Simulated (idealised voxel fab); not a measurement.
The process module that follows is named voxel spacer lines.
Square cell edge 5 nm, section width 220 nm, ID cut.
Cross-section = grid of square cells, listed top down in bands; band = one or more rows. What a band's entry tells you: where the top is and where the bottom is, as heights in nm, and after that what lies inside, material by material from left to right, each with its width in nm. Empty space is written as the word "air", and a single material marked with the word "full width" occupies the band from edge to edge. We count height from 0. Below that, the starting wafer is all one material. The lowest band never ends at the bottom but goes on down; see "0 down" for how that is written. A two-number width, for instance "30->40", indicates that the width is equal to the first number in the top row of the band and to the second number in the bottom row, and that it changes by a constant amount per row of cells. You'll sometimes find "remained the same" written for a step, and that's the way of saying that nowhere in the cross-section did a cell change during that step. "Closed void listing": sealed empty spaces, 8 cells or more, no open way to top, listed width x height at distance, with distance from the left edge and width, height and distance in nm. Note: text after step settings on the step line = simulator remark on that step. A step's line can hold "overlay nm"; with a mask on that step, the setting says how far right of the planned place the mask lay, while a negative setting says it lay to the left.

The steps planned for the process are as follows:
step 1: RECEIVE: material Si
step 2: CONFORMAL_DEP: material Al2O3, thk nm 5
step 3: DIRECTIONAL_DEP: material TiN, thk nm 20
step 4: DIRECTIONAL_DEP: material polySi, thk nm 20
step 5: PATTERN: tone cover, mask id MANDREL, material resist, width nm 15, pitch nm 60, thk nm 25, overlay nm 0
step 6: DIRECTIONAL_ETCH: etch materials polySi, depth nm 20
step 7: STRIP: etch materials resist
step 8: CONFORMAL_DEP: material SiN, thk nm 15
step 9: DIRECTIONAL_ETCH: etch materials SiN, depth nm 15
step 10: STRIP: etch materials polySi
step 11: DIRECTIONAL_ETCH: etch materials TiN, depth nm 20
step 12: STRIP: etch materials SiN

Below: the first of two wafers, run as planned:

Wafer cross-section on receipt, i.e. after step 1:
0 down = Si full width
Closed void listing: none

Upon completion of step 2, the wafer appears in cross-section as shown:
5 to 0 = Al2O3 full width
Beneath the level 0, the cross-section is identical to its previous state.

Upon completion of step 3, the wafer appears in cross-section as shown:
25 to 5 = TiN full width
Beneath the level 5, the cross-section is identical to its previous state.

Upon completion of step 4, the wafer appears in cross-section as shown:
45 to 25 = polySi full width
Beneath the level 25, the cross-section is identical to its previous state.

Upon completion of step 5, the wafer appears in cross-section as shown:
70 to 45 = air 70  resist 15  air 45  resist 15  air 75
Beneath the level 45, the cross-section is identical to its previous state.

Upon completion of step 6, the wafer appears in cross-section as shown:
70 to 45 = air 70  resist 15  air 45  resist 15  air 75
45 to 25 = air 70  polySi 15  air 45  polySi 15  air 75
Beneath the level 25, the cross-section is identical to its previous state.

Upon completion of step 7, the wafer appears in cross-section as shown:
45 to 25 = air 70  polySi 15  air 45  polySi 15  air 75
Beneath the level 25, the cross-section is identical to its previous state.

Upon completion of step 8, the wafer appears in cross-section as shown:
60 to 45 = air 55  SiN 45  air 15  SiN 45  air 60
45 to 40 = air 55  SiN 15  polySi 15  SiN 15  air 15  SiN 15  polySi 15  SiN 15  air 60
40 to 25 = SiN 70  polySi 15  SiN 45  polySi 15  SiN 75
Beneath the level 25, the cross-section is identical to its previous state.

Upon completion of step 9, the wafer appears in cross-section as shown:
45 to 25 = air 55  SiN 15  polySi 15  SiN 15  air 15  SiN 15  polySi 15  SiN 15  air 60
Beneath the level 25, the cross-section is identical to its previous state.

Upon completion of step 10, the wafer appears in cross-section as shown:
45 to 25 = air 55  SiN 15  air 15  SiN 15  air 15  SiN 15  air 15  SiN 15  air 60
Beneath the level 25, the cross-section is identical to its previous state.

Upon completion of step 11, the wafer appears in cross-section as shown:
45 to 25 = air 55  SiN 15  air 15  SiN 15  air 15  SiN 15  air 15  SiN 15  air 60
25 to 5 = air 55  TiN 15  air 15  TiN 15  air 15  TiN 15  air 15  TiN 15  air 60
Beneath the level 5, the cross-section is identical to its previous state.

Upon completion of step 12, the wafer appears in cross-section as shown:
25 to 5 = air 55  TiN 15  air 15  TiN 15  air 15  TiN 15  air 15  TiN 15  air 60
Beneath the level 5, the cross-section is identical to its previous state.

For the second wafer, take the first wafer's start and plan, then add one mistake made in running it; everything through step 2, that step included, is shared with the first:

Look at the second wafer in cross-section at the time step 3 ought to have finished:
45 to 5 = TiN full width
Beneath the level 5, the cross-section is identical to its previous state.

Look at the second wafer in cross-section at the time step 4 ought to have finished:
65 to 45 = polySi full width
Beneath the level 45, the cross-section is identical to its previous state.

Look at the second wafer in cross-section at the time step 5 ought to have finished:
90 to 65 = air 70  resist 15  air 45  resist 15  air 75
Beneath the level 65, the cross-section is identical to its previous state.

Look at the second wafer in cross-section at the time step 6 ought to have finished:
90 to 65 = air 70  resist 15  air 45  resist 15  air 75
65 to 45 = air 70  polySi 15  air 45  polySi 15  air 75
Beneath the level 45, the cross-section is identical to its previous state.

Look at the second wafer in cross-section at the time step 7 ought to have finished:
65 to 45 = air 70  polySi 15  air 45  polySi 15  air 75
Beneath the level 45, the cross-section is identical to its previous state.

Look at the second wafer in cross-section at the time step 8 ought to have finished:
80 to 65 = air 55  SiN 45  air 15  SiN 45  air 60
65 to 60 = air 55  SiN 15  polySi 15  SiN 15  air 15  SiN 15  polySi 15  SiN 15  air 60
60 to 45 = SiN 70  polySi 15  SiN 45  polySi 15  SiN 75
Beneath the level 45, the cross-section is identical to its previous state.

Look at the second wafer in cross-section at the time step 9 ought to have finished:
65 to 45 = air 55  SiN 15  polySi 15  SiN 15  air 15  SiN 15  polySi 15  SiN 15  air 60
Beneath the level 45, the cross-section is identical to its previous state.

Look at the second wafer in cross-section at the time step 10 ought to have finished:
65 to 45 = air 55  SiN 15  air 15  SiN 15  air 15  SiN 15  air 15  SiN 15  air 60
Beneath the level 45, the cross-section is identical to its previous state.

Look at the second wafer in cross-section at the time step 11 ought to have finished:
65 to 45 = air 55  SiN 15  air 15  SiN 15  air 15  SiN 15  air 15  SiN 15  air 60
45 to 25 = air 55  TiN 15  air 15  TiN 15  air 15  TiN 15  air 15  TiN 15  air 60
Beneath the level 25, the cross-section is identical to its previous state.

Look at the second wafer in cross-section at the time step 12 ought to have finished:
45 to 25 = air 55  TiN 15  air 15  TiN 15  air 15  TiN 15  air 15  TiN 15  air 60
Beneath the level 25, the cross-section is identical to its previous state.
Heads up, the wafer didn't run the way we planned it: heads up, step 3 of the plan got done twice
In the final state, the cell counts of the second wafer exceed or fall short of those of the first for the following materials: 176 more of TiN
